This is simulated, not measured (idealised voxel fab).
The process module presented herein is designated voxel capacitor over wiring.
Cross-sectional view cut (width: 225 nm; square cell size: 5 nm).
When this document writes out a cross-section, it uses a grid of square cells and lists it as bands, beginning at the top and moving down, with a band standing for one or more rows of cells.
This entry defines a band. It first specifies the height of the band's top and the height of its bottom in nm, and then specifies the band's materials from left to right, stating each material with its width in nm. The word "everywhere" identifies a single material that fills the band from edge to edge, while the word "air" identifies empty space.
Height reference: 0 = level under which incoming wafer is all one material. Lowest band: no bottom, runs on downward, e.g. "from 0 down".
The expression "30..40" gives the width at the extremes of the band, the first number at its top row of cells and the second at its bottom row, with the width changing by equal amounts from each row to the next in between.
"nothing was modified" (step): cross-section cells unchanged, all of them.
In "Sealed-off cavities" the enclosed voids are listed, meaning empty spaces of 8 cells or larger without any opening to the top. The form is width x height at distance, distance from the left edge, units nm.
That trailing text on a step's line, after the settings, is the simulator's own remark on the step.
overlay nm, on a step with a mask: how far to the right of its planned place the mask lay; to the left if negative
THESE ARE THE STEPS WE PLANNED FOR THE PROCESS
| 1 | RECEIVE: material Si |
| 2 | CONFORMAL_DEP: material SiO2, thk nm 15 |
| 3 | CONFORMAL_DEP: material SiN, thk nm 5 |
| 4 | DIRECTIONAL_DEP: material SiO2, thk nm 25 |
| 5 | DIRECTIONAL_DEP: material aC, thk nm 10 |
| 6 | PATTERN: tone open, mask id METAL_1, material resist, width nm 25, pitch nm 85, thk nm 30, overlay nm 0 |
| 7 | DIRECTIONAL_ETCH: etch materials aC, depth nm 10 |
| 8 | STRIP: etch materials resist |
| 9 | DIRECTIONAL_ETCH: etch materials SiO2, depth nm 25 |
| 10 | DIRECTIONAL_ETCH: etch materials SiN, depth nm 5 |
| 11 | STRIP: etch materials aC |
| 12 | CONFORMAL_DEP: material TiN, thk nm 5 |
| 13 | FILL_DEP: material Ru, thk nm 5 |
| 14 | CMP: height nm 45 |
| 15 | EPI: material Ru, thk nm 5 |
| 16 | FILL_DEP: material SiCN, thk nm 5 |
| 17 | DIRECTIONAL_DEP: material SiO2, thk nm 15 |
| 18 | MASKED_ETCH: tone open, mask id PLUG_1, width nm 15, etch materials SiO2, depth nm 15, overlay nm 0 |
| 19 | MASKED_ETCH: tone open, mask id PLUG_1, width nm 15, etch materials SiCN, depth nm 5, overlay nm 0 |
| 20 | CONFORMAL_DEP: material TiN, thk nm 5 |
| 21 | FILL_DEP: material W, thk nm 10 |
| 22 | CMP: height nm 70 |
| 23 | DIRECTIONAL_DEP: material TiN, thk nm 10 |
| 24 | DIRECTIONAL_DEP: material Al2O3, thk nm 5 |
| 25 | DIRECTIONAL_DEP: material TiN, thk nm 10 |
| 26 | PATTERN: tone cover, mask id UPPER_PLATE, material resist, width nm 65, thk nm 15, overlay nm 0 |
| 27 | DIRECTIONAL_ETCH: etch materials TiN, depth nm 10 |
| 28 | DIRECTIONAL_ETCH: etch materials Al2O3, depth nm 5 |
| 29 | STRIP: etch materials resist |
| 30 | DIRECTIONAL_DEP: material aC, thk nm 15 |
| 31 | PATTERN: tone cover, mask id LOWER_PLATE, material resist, width nm 75, thk nm 30, overlay nm 0 |
| 32 | DIRECTIONAL_ETCH: etch materials aC, depth nm 15 |
| 33 | STRIP: etch materials resist |
| 34 | DIRECTIONAL_ETCH: etch materials TiN, depth nm 10 |
| 35 | STRIP: etch materials aC |
| 36 | FILL_DEP: material SiO2, thk nm 15 |
| 37 | CMP: height nm 105 |
| 38 | PATTERN: tone open, mask id PLUG_2, material resist, width nm 15, thk nm 20, overlay nm 0 |
| 39 | DIRECTIONAL_ETCH: etch materials SiO2, depth nm 10 |
| 40 | STRIP: etch materials resist |
| 41 | CONFORMAL_DEP: material TiN, thk nm 5 |
| 42 | FILL_DEP: material Cu, thk nm 10 |
| 43 | CMP: height nm 105 |
| 44 | CONFORMAL_DEP: material SiCN, thk nm 5 |
INCOMING WAFER IN CROSS-SECTION (STATE: AFTER STEP 1)
	from 0 down = Si everywhere
	Sealed-off cavities: none
LOOKING AT THE FIRST OF TWO WAFERS IN CROSS-SECTION AT END OF MODULE - RAN TO PLAN
	from 110 to 105 = SiCN everywhere
	from 105 to 100 = 75 of SiO2; 5 of TiN; 5 of Cu; 5 of TiN; 135 of SiO2
	from 100 to 95 = 75 of SiO2; 15 of TiN; 135 of SiO2
	from 95 to 85 = 65 of SiO2; 65 of TiN; 95 of SiO2
	from 85 to 80 = 65 of SiO2; 65 of Al2O3; 95 of SiO2
	from 80 to 70 = 60 of SiO2; 75 of TiN; 90 of SiO2
	from 70 to 55 = 65 of SiO2; 5 of TiN; 5 of W; 5 of TiN; 145 of SiO2
	from 55 to 50 = 65 of SiCN; 15 of TiN; 145 of SiCN
	from 50 to 45 = 50 of SiCN; 35 of Ru; 50 of SiCN; 35 of Ru; 55 of SiCN
	from 45 to 20 = 55 of SiO2; 5 of TiN; 15 of Ru; 5 of TiN; 60 of SiO2; 5 of TiN; 15 of Ru; 5 of TiN; 60 of SiO2
	from 20 to 15 = 55 of SiN; 25 of TiN; 60 of SiN; 25 of TiN; 60 of SiN
	from 15 to 0 = SiO2 everywhere
	from 0 down = Si everywhere
	Sealed-off cavities: none
NOW THE SECOND WAFER, CROSS-SECTIONED AT THE END OF THE MODULE. NOTHING DIFFERENT AT THE START, NOTHING DIFFERENT IN THE PLAN COMPARED WITH THE FIRST, JUST ONE MISTAKE WHEN IT WAS ACTUALLY RUN
	from 110 to 105 = SiCN everywhere
	from 105 to 100 = 75 of SiO2; 5 of TiN; 5 of Cu; 5 of TiN; 135 of SiO2
	from 100 to 95 = 75 of SiO2; 15 of TiN; 135 of SiO2
	from 95 to 85 = 65 of SiO2; 65 of TiN; 95 of SiO2
	from 85 to 80 = 65 of SiO2; 65 of Al2O3; 95 of SiO2
	from 80 to 70 = 60 of SiO2; 75 of TiN; 90 of SiO2
	from 70 to 60 = 60 of W; 5 of TiN; 15 of SiO2; 5 of TiN; 140 of W
	from 60 to 55 = 65 of TiN; 15 of SiO2; 145 of TiN
	from 55 to 50 = SiCN everywhere
	from 50 to 45 = 50 of SiCN; 35 of Ru; 50 of SiCN; 35 of Ru; 55 of SiCN
	from 45 to 20 = 55 of SiO2; 5 of TiN; 15 of Ru; 5 of TiN; 60 of SiO2; 5 of TiN; 15 of Ru; 5 of TiN; 60 of SiO2
	from 20 to 15 = 55 of SiN; 25 of TiN; 60 of SiN; 25 of TiN; 60 of SiN
	from 15 to 0 = SiO2 everywhere
	from 0 down = Si everywhere
	Sealed-off cavities: none
what went wrong: so step 18 ended up running with a different setting than we planned, it ran as MASKED_ETCH: tone cover, mask id PLUG_1, width nm 15, etch materials SiO2, depth nm 15, overlay nm 0
The final cell counts differ between the wafers, with the second having more or fewer of some materials than the first: SiCN: 3 more | SiO2: 117 fewer | TiN: 37 more | W: 77 more
